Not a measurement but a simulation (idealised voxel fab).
Presented below is a process module, voxel wiring stack.
Shown is cross-section cut, with a width of 190 nm and square cells of size 5 nm.
This document writes a cross-section as a grid whose cells are square, and gives it as bands, listed from the top down; one or more rows of cells form a band.
In this notation a band is specified by the heights of its top and bottom, in that order and in nm, after which its materials appear from left to right, each paired with its width in nm. The word "throughout" attached to a single material means that material fills the band from edge to edge; the word "air" stands for empty space.
Height reference: 0 = level under which incoming wafer is all one material. Lowest band: no bottom, runs on downward, e.g. "0 down".
You'd read "30->40" like this: the band's top row of cells is as wide as the first number, its bottom row is as wide as the second, and going down, every row changes width by the same amount as the row before did.
What does "no modification" mean for a step? It means no cell of the cross-section changed in that step.
For the entry "Trapped cavities", the listed items are empty spaces with no open way to the top whose size is 8 cells or more; each item follows the pattern width x height at distance, where distance is from the left edge and all three are in nm.
On a step's line, text after the settings is the simulator commenting on that step.
Among the settings permitted on a step's line is "overlay nm"; applied to a step with a mask, it specifies the extent to which the mask lay to the right of its planned position, whereas a negative figure signifies a position to the left.
Below is the list of planned process steps
1: RECEIVE,material Si
2: CONFORMAL_DEP,material SiO2,thk nm 10
3: DIRECTIONAL_DEP,material TiN,thk nm 5
4: DIRECTIONAL_DEP,material Ru,thk nm 25
5: PATTERN,tone cover,mask id METAL_1,material resist,width nm 25,pitch nm 40,thk nm 15,overlay nm 0
6: DIRECTIONAL_ETCH,etch materials Ru,depth nm 25
7: DIRECTIONAL_ETCH,etch materials TiN,depth nm 5
8: STRIP,etch materials resist
9: CONFORMAL_DEP,material SiCN,thk nm 5
10: FILL_DEP,material SiO2,thk nm 10
11: CMP,height nm 40
12: CONFORMAL_DEP,material SiCN,thk nm 5
13: DIRECTIONAL_DEP,material SiO2,thk nm 10
14: MASKED_ETCH,tone open,mask id PLUG_1,width nm 15,pitch nm 40,etch materials SiO2,depth nm 10,overlay nm 0
15: MASKED_ETCH,tone open,mask id PLUG_1,width nm 15,pitch nm 40,etch materials SiCN,depth nm 5,overlay nm 0
16: CONFORMAL_DEP,material TiN,thk nm 5
17: FILL_DEP,material W,thk nm 10
18: CMP,height nm 55
19: CONFORMAL_DEP,material SiN,thk nm 5
20: DIRECTIONAL_DEP,material SiO2,thk nm 20
21: DIRECTIONAL_DEP,material aC,thk nm 15
22: PATTERN,tone open,mask id METAL_2,material resist,width nm 25,pitch nm 40,thk nm 30,overlay nm 0
23: DIRECTIONAL_ETCH,etch materials aC,depth nm 15
24: STRIP,etch materials resist
25: DIRECTIONAL_ETCH,etch materials SiO2,depth nm 20
26: DIRECTIONAL_ETCH,etch materials SiN,depth nm 5
27: STRIP,etch materials aC
28: CONFORMAL_DEP,material TiN,thk nm 5
29: FILL_DEP,material Cu,thk nm 10
30: CMP,height nm 80
31: EPI,material Ru,thk nm 5
32: FILL_DEP,material SiCN,thk nm 5
Shown in cross-section is the wafer as received, that is, as it stands after step 1
  0 down  Si throughout
  Trapped cavities: none
First of two wafers, end-of-module section, run followed plan
  90 to 85  SiCN throughout
  85 to 80  SiCN: 35 | Ru: 35 | SiCN: 5 | Ru: 35 | SiCN: 5 | Ru: 35 | SiCN: 40
  80 to 60  SiO2: 40 | TiN: 5 | Cu: 15 | TiN: 5 | SiO2: 15 | TiN: 5 | Cu: 15 | TiN: 5 | SiO2: 15 | TiN: 5 | Cu: 15 | TiN: 5 | SiO2: 45
  60 to 55  SiN: 40 | TiN: 25 | SiN: 15 | TiN: 25 | SiN: 15 | TiN: 25 | SiN: 45
  55 to 45  SiO2: 40 | TiN: 5 | W: 5 | TiN: 5 | SiO2: 25 | TiN: 5 | W: 5 | TiN: 5 | SiO2: 25 | TiN: 5 | W: 5 | TiN: 5 | SiO2: 55
  45 to 40  SiCN: 40 | TiN: 15 | SiCN: 25 | TiN: 15 | SiCN: 25 | TiN: 15 | SiCN: 55
  40 to 15  SiO2: 35 | SiCN: 5 | Ru: 25 | SiCN: 5 | SiO2: 5 | SiCN: 5 | Ru: 25 | SiCN: 5 | SiO2: 5 | SiCN: 5 | Ru: 25 | SiCN: 5 | SiO2: 40
  15 to 10  SiCN: 40 | TiN: 25 | SiCN: 15 | TiN: 25 | SiCN: 15 | TiN: 25 | SiCN: 45
  10 to 0  SiO2 throughout
  0 down  Si throughout
  Trapped cavities: none
This is the second of the two wafers, cross-sectioned at the end of the module; it started exactly like the first and was given the same plan, but it was run with one mistake
  90 to 85  SiCN throughout
  85 to 80  Ru: 45 | SiCN: 15 | Ru: 25 | SiCN: 15 | Ru: 25 | SiCN: 15 | Ru: 50
  80 to 60  Cu: 35 | TiN: 5 | SiO2: 25 | TiN: 5 | Cu: 5 | TiN: 5 | SiO2: 25 | TiN: 5 | Cu: 5 | TiN: 5 | SiO2: 25 | TiN: 5 | Cu: 40
  60 to 55  TiN: 40 | SiN: 25 | TiN: 15 | SiN: 25 | TiN: 15 | SiN: 25 | TiN: 45
  55 to 45  SiO2: 40 | TiN: 5 | W: 5 | TiN: 5 | SiO2: 25 | TiN: 5 | W: 5 | TiN: 5 | SiO2: 25 | TiN: 5 | W: 5 | TiN: 5 | SiO2: 55
  45 to 40  SiCN: 40 | TiN: 15 | SiCN: 25 | TiN: 15 | SiCN: 25 | TiN: 15 | SiCN: 55
  40 to 15  SiO2: 35 | SiCN: 5 | Ru: 25 | SiCN: 5 | SiO2: 5 | SiCN: 5 | Ru: 25 | SiCN: 5 | SiO2: 5 | SiCN: 5 | Ru: 25 | SiCN: 5 | SiO2: 40
  15 to 10  SiCN: 40 | TiN: 25 | SiCN: 15 | TiN: 25 | SiCN: 15 | TiN: 25 | SiCN: 45
  10 to 0  SiO2 throughout
  0 down  Si throughout
  Trapped cavities: none
Where did the run depart from the plan? step 22 did not happen as planned, as run it was PATTERN,tone cover,mask id METAL_2,material resist,width nm 25,pitch nm 40,thk nm 30,overlay nm 0
The final cell counts differ between the wafers, with the second having more or fewer of some materials than the first: +32 Cu; +8 Ru; -8 SiCN; -8 SiN; -32 SiO2; +8 TiN
